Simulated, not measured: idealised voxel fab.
The document below concerns the process module designated voxel wiring stack.
Square cell edge 5 nm, section width 260 nm, ID cut.
Heads up, the way a cross-section reads in here is a grid of square cells, handed over as bands from the top down, with every band being one or more rows of cells.
Read a band's entry like this: the first values are the height of its top and the height of its bottom in nm, and what follows is the sequence of materials from left to right, each with its width in nm. Note that "air" is empty space, and that a single material marked "all across" reaches across the band from edge to edge.
Height 0 is the level under which the wafer as received is all one material. The lowest band goes on downwards, as in "z 0 and below".
A width such as "30..40" changes by the same amount from each row of cells to the next, from the band's top row to its bottom row.
What does "no modifications" mean for a step? It means no cell of the cross-section changed in that step.
Heads up: "Completely enclosed voids" only lists the empty pockets with no open path to the top that are 8 cells or more, and it writes them as width x height at distance, distance from the left edge, in nm.
Whatever follows a step's settings on its line is a remark the simulator itself makes about that step.
The setting "overlay nm" may be written on the line of a step. When the step uses a mask, the value reports how far to the right of the planned place the mask lay, and a negative value reports that it lay to the left.

## Process steps (planned)
1) RECEIVE with material Si
2) CONFORMAL_DEP with material SiO2, thk nm 10
3) DIRECTIONAL_DEP with material TiN, thk nm 5
4) DIRECTIONAL_DEP with material Ru, thk nm 20
5) PATTERN with tone cover, mask id METAL_1, material resist, width nm 30, pitch nm 50, thk nm 20, overlay nm 0
6) DIRECTIONAL_ETCH with etch materials Ru, depth nm 20
7) DIRECTIONAL_ETCH with etch materials TiN, depth nm 5
8) STRIP with etch materials resist
9) FILL_DEP with material SiO2, thk nm 5
10) CMP with height nm 35
11) CONFORMAL_DEP with material SiCN, thk nm 5
12) DIRECTIONAL_DEP with material SiO2, thk nm 10
13) DIRECTIONAL_DEP with material aC, thk nm 10
14) PATTERN with tone open, mask id PLUG_1, material resist, width nm 15, pitch nm 50, thk nm 25, overlay nm 0
15) DIRECTIONAL_ETCH with etch materials aC, depth nm 10
16) STRIP with etch materials resist
17) DIRECTIONAL_ETCH with etch materials SiO2, depth nm 10
18) DIRECTIONAL_ETCH with etch materials SiCN, depth nm 5
19) STRIP with etch materials aC
20) EPI with material Ru, thk nm 10
21) EPI with material Ru, thk nm 5
22) DIRECTIONAL_DEP with material TiN, thk nm 5
23) DIRECTIONAL_DEP with material Ru, thk nm 25
24) DIRECTIONAL_DEP with material aC, thk nm 10
25) PATTERN with tone cover, mask id METAL_2, material resist, width nm 30, pitch nm 50, thk nm 30, overlay nm 0
26) DIRECTIONAL_ETCH with etch materials aC, depth nm 10
27) STRIP with etch materials resist
28) DIRECTIONAL_ETCH with etch materials Ru, depth nm 25
29) DIRECTIONAL_ETCH with etch materials TiN, depth nm 5
30) STRIP with etch materials aC
31) FILL_DEP with material SiO2, thk nm 10
32) CMP with height nm 80
33) CONFORMAL_DEP with material SiCN, thk nm 5
34) DIRECTIONAL_DEP with material lowk, thk nm 25
35) DIRECTIONAL_DEP with material aC, thk nm 15
36) PATTERN with tone open, mask id METAL_3_HOLES, material resist, width nm 15, pitch nm 50, thk nm 35, overlay nm 0
37) DIRECTIONAL_ETCH with etch materials aC, depth nm 15
38) STRIP with etch materials resist
39) DIRECTIONAL_ETCH with etch materials lowk, depth nm 25
40) STRIP with etch materials aC
41) DIRECTIONAL_DEP with material aC, thk nm 10
42) PATTERN with tone open, mask id METAL_3, material resist, width nm 30, pitch nm 50, thk nm 25, overlay nm 0
43) DIRECTIONAL_ETCH with etch materials aC, depth nm 10
44) STRIP with etch materials resist
45) DIRECTIONAL_ETCH with etch materials lowk, depth nm 15
46) DIRECTIONAL_ETCH with etch materials SiCN, depth nm 5
47) STRIP with etch materials aC
48) CONFORMAL_DEP with material TiN, thk nm 5
49) FILL_DEP with material Cu, thk nm 5
50) CMP with height nm 110
51) CONFORMAL_DEP with material SiCN, thk nm 5
52) DIRECTIONAL_DEP with material SiO2, thk nm 15
53) DIRECTIONAL_DEP with material aC, thk nm 10
54) PATTERN with tone open, mask id PLUG_3, material resist, width nm 15, pitch nm 50, thk nm 25, overlay nm 0
55) DIRECTIONAL_ETCH with etch materials aC, depth nm 10
56) STRIP with etch materials resist
57) DIRECTIONAL_ETCH with etch materials SiO2, depth nm 15
58) DIRECTIONAL_ETCH with etch materials SiCN, depth nm 5
59) STRIP with etch materials aC
60) EPI with material Ru, thk nm 10
61) EPI with material Ru, thk nm 10
62) DIRECTIONAL_DEP with material TiN, thk nm 5
63) DIRECTIONAL_DEP with material Ru, thk nm 20
64) MASKED_ETCH with tone cover, mask id METAL_4, width nm 30, pitch nm 50, etch materials Ru, depth nm 20, overlay nm 0
65) MASKED_ETCH with tone cover, mask id METAL_4, width nm 30, pitch nm 50, etch materials TiN, depth nm 5, overlay nm 0
66) FILL_DEP with material SiO2, thk nm 5
67) CMP with height nm 155
68) CONFORMAL_DEP with material SiCN, thk nm 5

## Cross-section of the wafer at receipt, which is the condition after step 1
> z 0 and below = Si all across
> Completely enclosed voids: none

## Cross-sectional result after module completion. Note: starting condition and plan are unchanged from above; one processing mistake was made
> z 160 to 155 = SiCN all across
> z 155 to 145 = SiO2 55 | Ru 15 | SiO2 35 | Ru 15 | SiO2 35 | Ru 15 | SiO2 35 | Ru 15 | SiO2 40
> z 145 to 140 = SiO2 40 | Ru 15 | TiN 15 | SiO2 20 | Ru 15 | TiN 15 | SiO2 20 | Ru 15 | TiN 15 | SiO2 20 | Ru 15 | TiN 15 | SiO2 40
> z 140 to 125 = SiO2 40 | Ru 15 | SiO2 35 | Ru 15 | SiO2 35 | Ru 15 | SiO2 35 | Ru 15 | SiO2 55
> z 125 to 120 = SiCN 40 | TiN 15 | SiCN 35 | TiN 15 | SiCN 35 | TiN 15 | SiCN 35 | TiN 15 | SiCN 55
> z 120 to 110 = SiCN all across
> z 110 to 100 = lowk 40 | TiN 5 | Cu 20 | TiN 5 | lowk 20 | TiN 5 | Cu 20 | TiN 5 | lowk 20 | TiN 5 | Cu 20 | TiN 5 | lowk 20 | TiN 5 | Cu 20 | TiN 5 | lowk 40
> z 100 to 95 = lowk 40 | TiN 5 | Cu 5 | TiN 20 | lowk 20 | TiN 5 | Cu 5 | TiN 20 | lowk 20 | TiN 5 | Cu 5 | TiN 20 | lowk 20 | TiN 5 | Cu 5 | TiN 20 | lowk 40
> z 95 to 85 = lowk 40 | TiN 5 | Cu 5 | TiN 5 | lowk 35 | TiN 5 | Cu 5 | TiN 5 | lowk 35 | TiN 5 | Cu 5 | TiN 5 | lowk 35 | TiN 5 | Cu 5 | TiN 5 | lowk 55
> z 85 to 80 = SiCN 40 | TiN 15 | SiCN 35 | TiN 15 | SiCN 35 | TiN 15 | SiCN 35 | TiN 15 | SiCN 55
> z 80 to 55 = SiO2 40 | Ru 30 | SiO2 20 | Ru 30 | SiO2 20 | Ru 30 | SiO2 20 | Ru 30 | SiO2 40
> z 55 to 50 = SiO2 40 | TiN 30 | SiO2 20 | TiN 30 | SiO2 20 | TiN 30 | SiO2 20 | TiN 30 | SiO2 40
> z 50 to 40 = SiO2 40 | Ru 15 | SiO2 35 | Ru 15 | SiO2 35 | Ru 15 | SiO2 35 | Ru 15 | SiO2 55
> z 40 to 35 = SiCN 40 | Ru 15 | SiCN 35 | Ru 15 | SiCN 35 | Ru 15 | SiCN 35 | Ru 15 | SiCN 55
> z 35 to 15 = SiO2 40 | Ru 30 | SiO2 20 | Ru 30 | SiO2 20 | Ru 30 | SiO2 20 | Ru 30 | SiO2 40
> z 15 to 10 = SiO2 40 | TiN 30 | SiO2 20 | TiN 30 | SiO2 20 | TiN 30 | SiO2 20 | TiN 30 | SiO2 40
> z 10 to 0 = SiO2 all across
> z 0 and below = Si all across
> Completely enclosed voids: none
Heads up, the wafer didn't run the way we planned it: rather than as planned, step 51 actually ran as CONFORMAL_DEP with material SiCN, thk nm 15
